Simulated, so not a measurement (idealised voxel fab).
The process module presented herein is designated voxel transistor to metal.
Section shown: cut. Width: 300 nm. Cell size: 5 nm, square.
In what follows, cross-sections appear as grids of square cells, described through bands that run from the top down, where every band is one or more rows of cells.
Each band's line starts with the height of the band's top and of its bottom, in nm. Then come its materials from left to right, each with its width in nm. One material with "edge to edge" fills the band from edge to edge. "empty" is empty space.
For the purposes of this specification, 0 denotes the height below which the wafer in its as-received condition is composed wholly of one material, and the lowermost band, lacking a lower limit, extends downward without end, as expressed in "from 0 down".
It should be noted that a width expressed as "30 to 40" varies in equal increments from row to row of cells within the band, taking the value of the first number at the top row and that of the second number at the bottom row.
No cell of the cross-section changed in a step that is given as "nothing different".
Listed in "Entrapped voids": every empty space of 8 or more cells without an open way to the top. Form: width x height at distance, the distance being from the left edge, all in nm.
Whatever follows a step's settings on its line is a remark the simulator itself makes about that step.
overlay nm: mask offset rightward from planned place, masked step; negative means leftward offset.
## Here's what the planned process steps look like
step 1: RECEIVE,material Si
step 2: OXIDIZE,depth nm 5
step 3: CONFORMAL_DEP,material SiN,thk nm 10
step 4: PATTERN,tone cover,mask id ACTIVE,material resist,width nm 110,pitch nm 140,thk nm 20,overlay nm 0
step 5: DIRECTIONAL_ETCH,etch materials SiN,depth nm 10
step 6: DIRECTIONAL_ETCH,etch materials SiO2,depth nm 5
step 7: DIRECTIONAL_ETCH,etch materials Si,depth nm 20
step 8: STRIP,etch materials resist
step 9: FILL_DEP,material SiO2,thk nm 10
step 10: CMP,height nm 10
step 11: SELECTIVE_ETCH,etch materials SiO2,depth nm 5
step 12: STRIP,etch materials SiN
step 13: SELECTIVE_ETCH,etch materials SiO2,depth nm 5
step 14: OXIDIZE,depth nm 5
step 15: DIRECTIONAL_DEP,material polySi,thk nm 25
step 16: DIRECTIONAL_DEP,material SiCN,thk nm 10
step 17: MASKED_ETCH,tone cover,mask id GATE,width nm 20,pitch nm 140,etch materials SiCN,depth nm 20,overlay nm 0
step 18: MASKED_ETCH,tone cover,mask id GATE,width nm 20,pitch nm 140,etch materials polySi,depth nm 35,overlay nm 0
step 19: CONFORMAL_DEP,material SiN,thk nm 5
step 20: DIRECTIONAL_ETCH,etch materials SiN,depth nm 5
step 21: DIRECTIONAL_ETCH,etch materials SiO2,depth nm 5
step 22: DIRECTIONAL_ETCH,etch materials Si,depth nm 15
step 23: EPI,material SiGe,thk nm 15
step 24: FILL_DEP,material SiO2,thk nm 5
step 25: CMP,height nm 30
step 26: DIRECTIONAL_DEP,material SiO2,thk nm 15
step 27: MASKED_ETCH,tone open,mask id CONTACT,width nm 35,etch materials SiO2,depth nm 55,overlay nm 0
step 28: CONFORMAL_DEP,material TiN,thk nm 5
step 29: FILL_DEP,material W,thk nm 5
step 30: CMP,height nm 45
step 31: CONFORMAL_DEP,material SiN,thk nm 5
step 32: DIRECTIONAL_DEP,material lowk,thk nm 25
step 33: MASKED_ETCH,tone open,mask id METAL_1,width nm 20,etch materials lowk,depth nm 25,overlay nm 0
step 34: MASKED_ETCH,tone open,mask id METAL_1,width nm 20,etch materials SiN,depth nm 5,overlay nm 0
step 35: CONFORMAL_DEP,material TiN,thk nm 5
step 36: FILL_DEP,material Ru,thk nm 5
step 37: CMP,height nm 75
step 38: EPI,material Ru,thk nm 5
step 39: FILL_DEP,material SiCN,thk nm 5
step 40: DIRECTIONAL_DEP,material SiO2,thk nm 35
step 41: DIRECTIONAL_DEP,material aC,thk nm 10
step 42: PATTERN,tone open,mask id METAL_2,material resist,width nm 20,pitch nm 140,thk nm 30,overlay nm 0
step 43: DIRECTIONAL_ETCH,etch materials aC,depth nm 10
step 44: STRIP,etch materials resist
step 45: DIRECTIONAL_ETCH,etch materials SiO2,depth nm 20
step 46: STRIP,etch materials aC
step 47: PATTERN,tone open,mask id METAL_2_HOLES,material resist,width nm 15,pitch nm 140,thk nm 20,overlay nm 0
step 48: DIRECTIONAL_ETCH,etch materials SiO2,depth nm 15
step 49: DIRECTIONAL_ETCH,etch materials SiCN,depth nm 5
step 50: STRIP,etch materials resist
step 51: CONFORMAL_DEP,material TiN,thk nm 5
step 52: FILL_DEP,material Ru,thk nm 5
step 53: CMP,height nm 120
step 54: CONFORMAL_DEP,material SiCN,thk nm 5
## Incoming wafer, cross-sectional view, post step 1
* from 0 down: Si edge to edge
* Entrapped voids: none
## Module complete - cross-section of the first of two wafers, run according to plan
* from 125 to 120: SiCN edge to edge
* from 120 to 105: 30 nm SiO2, then 5 nm TiN, then 10 nm Ru, then 5 nm TiN, then 120 nm SiO2, then 5 nm TiN, then 10 nm Ru, then 5 nm TiN, then 110 nm SiO2
* from 105 to 100: 30 nm SiO2, then 5 nm TiN, then 5 nm Ru, then 10 nm TiN, then 120 nm SiO2, then 5 nm TiN, then 5 nm Ru, then 10 nm TiN, then 110 nm SiO2
* from 100 to 85: 30 nm SiO2, then 5 nm TiN, then 5 nm Ru, then 5 nm TiN, then 125 nm SiO2, then 5 nm TiN, then 5 nm Ru, then 5 nm TiN, then 115 nm SiO2
* from 85 to 80: 30 nm SiCN, then 15 nm TiN, then 125 nm SiCN, then 15 nm TiN, then 115 nm SiCN
* from 80 to 75: 25 nm SiCN, then 30 nm Ru, then 50 nm SiCN, then 30 nm Ru, then 30 nm SiCN, then 30 nm Ru, then 50 nm SiCN, then 30 nm Ru, then 25 nm SiCN
* from 75 to 50: 30 nm lowk, then 5 nm TiN, then 10 nm Ru, then 5 nm TiN, then 60 nm lowk, then 5 nm TiN, then 10 nm Ru, then 5 nm TiN, then 40 nm lowk, then 5 nm TiN, then 10 nm Ru, then 5 nm TiN, then 60 nm lowk, then 5 nm TiN, then 10 nm Ru, then 5 nm TiN, then 30 nm lowk
* from 50 to 45: 30 nm SiN, then 20 nm TiN, then 60 nm SiN, then 20 nm TiN, then 40 nm SiN, then 20 nm TiN, then 60 nm SiN, then 20 nm TiN, then 30 nm SiN
* from 45 to 30: 30 nm SiO2, then 5 nm TiN, then 25 nm W, then 5 nm TiN, then 30 nm SiO2, then 5 nm TiN, then 25 nm W, then 5 nm TiN, then 40 nm SiO2, then 5 nm TiN, then 25 nm W, then 5 nm TiN, then 30 nm SiO2, then 5 nm TiN, then 25 nm W, then 5 nm TiN, then 30 nm SiO2
* from 30 to 20: 30 nm SiO2, then 5 nm TiN, then 25 nm W, then 5 nm TiN, then 5 nm SiN, then 20 nm SiCN, then 5 nm SiN, then 5 nm TiN, then 25 nm W, then 5 nm TiN, then 40 nm SiO2, then 5 nm TiN, then 25 nm W, then 5 nm TiN, then 5 nm SiN, then 20 nm SiCN, then 5 nm SiN, then 5 nm TiN, then 25 nm W, then 5 nm TiN, then 30 nm SiO2
* from 20 to 10: 30 nm SiO2, then 5 nm TiN, then 25 nm W, then 5 nm TiN, then 5 nm SiN, then 20 nm polySi, then 5 nm SiN, then 5 nm TiN, then 25 nm W, then 5 nm TiN, then 40 nm SiO2, then 5 nm TiN, then 25 nm W, then 5 nm TiN, then 5 nm SiN, then 20 nm polySi, then 5 nm SiN, then 5 nm TiN, then 25 nm W, then 5 nm TiN, then 30 nm SiO2
* from 10 to 5: 30 nm SiO2, then 5 nm TiN, then 10 nm W, then 20 nm TiN, then 5 nm SiN, then 20 nm polySi, then 5 nm SiN, then 20 nm TiN, then 10 nm W, then 5 nm TiN, then 40 nm SiO2, then 5 nm TiN, then 10 nm W, then 20 nm TiN, then 5 nm SiN, then 20 nm polySi, then 5 nm SiN, then 20 nm TiN, then 10 nm W, then 5 nm TiN, then 30 nm SiO2
* from 5 to 0: 30 nm SiO2, then 5 nm TiN, then 10 nm W, then 5 nm TiN, then 15 nm SiGe, then 5 nm SiN, then 20 nm polySi, then 5 nm SiN, then 15 nm SiGe, then 5 nm TiN, then 10 nm W, then 5 nm TiN, then 40 nm SiO2, then 5 nm TiN, then 10 nm W, then 5 nm TiN, then 15 nm SiGe, then 5 nm SiN, then 20 nm polySi, then 5 nm SiN, then 15 nm SiGe, then 5 nm TiN, then 10 nm W, then 5 nm TiN, then 30 nm SiO2
* from 0 to -5: 20 nm SiO2, then 5 nm SiN, then 5 nm SiO2, then 5 nm TiN, then 10 nm W, then 5 nm TiN, then 15 nm SiGe, then 5 nm SiN, then 20 nm polySi, then 5 nm SiN, then 15 nm SiGe, then 5 nm TiN, then 10 nm W, then 5 nm TiN, then 5 nm SiO2, then 5 nm SiN, then 20 nm SiO2, then 5 nm SiN, then 5 nm SiO2, then 5 nm TiN, then 10 nm W, then 5 nm TiN, then 15 nm SiGe, then 5 nm SiN, then 20 nm polySi, then 5 nm SiN, then 15 nm SiGe, then 5 nm TiN, then 10 nm W, then 5 nm TiN, then 5 nm SiO2, then 5 nm SiN, then 20 nm SiO2
* from -5 to -10: 30 nm SiO2, then 20 nm TiN, then 15 nm SiGe, then 30 nm SiO2, then 15 nm SiGe, then 20 nm TiN, then 40 nm SiO2, then 20 nm TiN, then 15 nm SiGe, then 30 nm SiO2, then 15 nm SiGe, then 20 nm TiN, then 30 nm SiO2
* from -10 to -25: 25 nm SiO2, then 40 nm SiGe, then 30 nm Si, then 40 nm SiGe, then 30 nm SiO2, then 40 nm SiGe, then 30 nm Si, then 40 nm SiGe, then 25 nm SiO2
* from -25 down: Si edge to edge
* Entrapped voids: none
## End of module, second wafer, cross-section. Started like the first, planned like the first, run with one mistake
* from 125 to 120: SiCN edge to edge
* from 120 to 105: 30 nm SiO2, then 5 nm TiN, then 10 nm Ru, then 5 nm TiN, then 120 nm SiO2, then 5 nm TiN, then 10 nm Ru, then 5 nm TiN, then 110 nm SiO2
* from 105 to 100: 30 nm SiO2, then 5 nm TiN, then 5 nm Ru, then 10 nm TiN, then 120 nm SiO2, then 5 nm TiN, then 5 nm Ru, then 10 nm TiN, then 110 nm SiO2
* from 100 to 85: 30 nm SiO2, then 5 nm TiN, then 5 nm Ru, then 5 nm TiN, then 125 nm SiO2, then 5 nm TiN, then 5 nm Ru, then 5 nm TiN, then 115 nm SiO2
* from 85 to 80: 30 nm SiCN, then 15 nm TiN, then 125 nm SiCN, then 15 nm TiN, then 115 nm SiCN
* from 80 to 75: 30 nm SiCN, then 25 nm Ru, then 55 nm SiCN, then 25 nm Ru, then 35 nm SiCN, then 25 nm Ru, then 55 nm SiCN, then 25 nm Ru, then 25 nm SiCN
* from 75 to 50: 35 nm lowk, then 5 nm TiN, then 5 nm Ru, then 5 nm TiN, then 65 nm lowk, then 5 nm TiN, then 5 nm Ru, then 5 nm TiN, then 45 nm lowk, then 5 nm TiN, then 5 nm Ru, then 5 nm TiN, then 65 nm lowk, then 5 nm TiN, then 5 nm Ru, then 5 nm TiN, then 30 nm lowk
* from 50 to 45: 35 nm SiN, then 15 nm TiN, then 65 nm SiN, then 15 nm TiN, then 45 nm SiN, then 15 nm TiN, then 65 nm SiN, then 15 nm TiN, then 30 nm SiN
* from 45 to 30: 30 nm SiO2, then 5 nm TiN, then 25 nm W, then 5 nm TiN, then 30 nm SiO2, then 5 nm TiN, then 25 nm W, then 5 nm TiN, then 40 nm SiO2, then 5 nm TiN, then 25 nm W, then 5 nm TiN, then 30 nm SiO2, then 5 nm TiN, then 25 nm W, then 5 nm TiN, then 30 nm SiO2
* from 30 to 20: 30 nm SiO2, then 5 nm TiN, then 25 nm W, then 5 nm TiN, then 5 nm SiN, then 20 nm SiCN, then 5 nm SiN, then 5 nm TiN, then 25 nm W, then 5 nm TiN, then 40 nm SiO2, then 5 nm TiN, then 25 nm W, then 5 nm TiN, then 5 nm SiN, then 20 nm SiCN, then 5 nm SiN, then 5 nm TiN, then 25 nm W, then 5 nm TiN, then 30 nm SiO2
* from 20 to 10: 30 nm SiO2, then 5 nm TiN, then 25 nm W, then 5 nm TiN, then 5 nm SiN, then 20 nm polySi, then 5 nm SiN, then 5 nm TiN, then 25 nm W, then 5 nm TiN, then 40 nm SiO2, then 5 nm TiN, then 25 nm W, then 5 nm TiN, then 5 nm SiN, then 20 nm polySi, then 5 nm SiN, then 5 nm TiN, then 25 nm W, then 5 nm TiN, then 30 nm SiO2
* from 10 to 5: 30 nm SiO2, then 5 nm TiN, then 10 nm W, then 20 nm TiN, then 5 nm SiN, then 20 nm polySi, then 5 nm SiN, then 20 nm TiN, then 10 nm W, then 5 nm TiN, then 40 nm SiO2, then 5 nm TiN, then 10 nm W, then 20 nm TiN, then 5 nm SiN, then 20 nm polySi, then 5 nm SiN, then 20 nm TiN, then 10 nm W, then 5 nm TiN, then 30 nm SiO2
* from 5 to 0: 30 nm SiO2, then 5 nm TiN, then 10 nm W, then 5 nm TiN, then 15 nm SiGe, then 5 nm SiN, then 20 nm polySi, then 5 nm SiN, then 15 nm SiGe, then 5 nm TiN, then 10 nm W, then 5 nm TiN, then 40 nm SiO2, then 5 nm TiN, then 10 nm W, then 5 nm TiN, then 15 nm SiGe, then 5 nm SiN, then 20 nm polySi, then 5 nm SiN, then 15 nm SiGe, then 5 nm TiN, then 10 nm W, then 5 nm TiN, then 30 nm SiO2
* from 0 to -5: 20 nm SiO2, then 5 nm SiN, then 5 nm SiO2, then 5 nm TiN, then 10 nm W, then 5 nm TiN, then 15 nm SiGe, then 5 nm SiN, then 20 nm polySi, then 5 nm SiN, then 15 nm SiGe, then 5 nm TiN, then 10 nm W, then 5 nm TiN, then 5 nm SiO2, then 5 nm SiN, then 20 nm SiO2, then 5 nm SiN, then 5 nm SiO2, then 5 nm TiN, then 10 nm W, then 5 nm TiN, then 15 nm SiGe, then 5 nm SiN, then 20 nm polySi, then 5 nm SiN, then 15 nm SiGe, then 5 nm TiN, then 10 nm W, then 5 nm TiN, then 5 nm SiO2, then 5 nm SiN, then 20 nm SiO2
* from -5 to -10: 30 nm SiO2, then 20 nm TiN, then 15 nm SiGe, then 30 nm SiO2, then 15 nm SiGe, then 20 nm TiN, then 40 nm SiO2, then 20 nm TiN, then 15 nm SiGe, then 30 nm SiO2, then 15 nm SiGe, then 20 nm TiN, then 30 nm SiO2
* from -10 to -25: 25 nm SiO2, then 40 nm SiGe, then 30 nm Si, then 40 nm SiGe, then 30 nm SiO2, then 40 nm SiGe, then 30 nm Si, then 40 nm SiGe, then 25 nm SiO2
* from -25 down: Si edge to edge
* Entrapped voids: none
Finding, execution versus plan: step 33 ran as: MASKED_ETCH,tone open,mask id METAL_1,width nm 15,etch materials lowk,depth nm 25,overlay nm 0
Wafer comparison, final, in cells, second relative to first, materials more or fewer: -24 Ru | +4 SiCN | +4 SiN | -4 TiN | +20 lowk
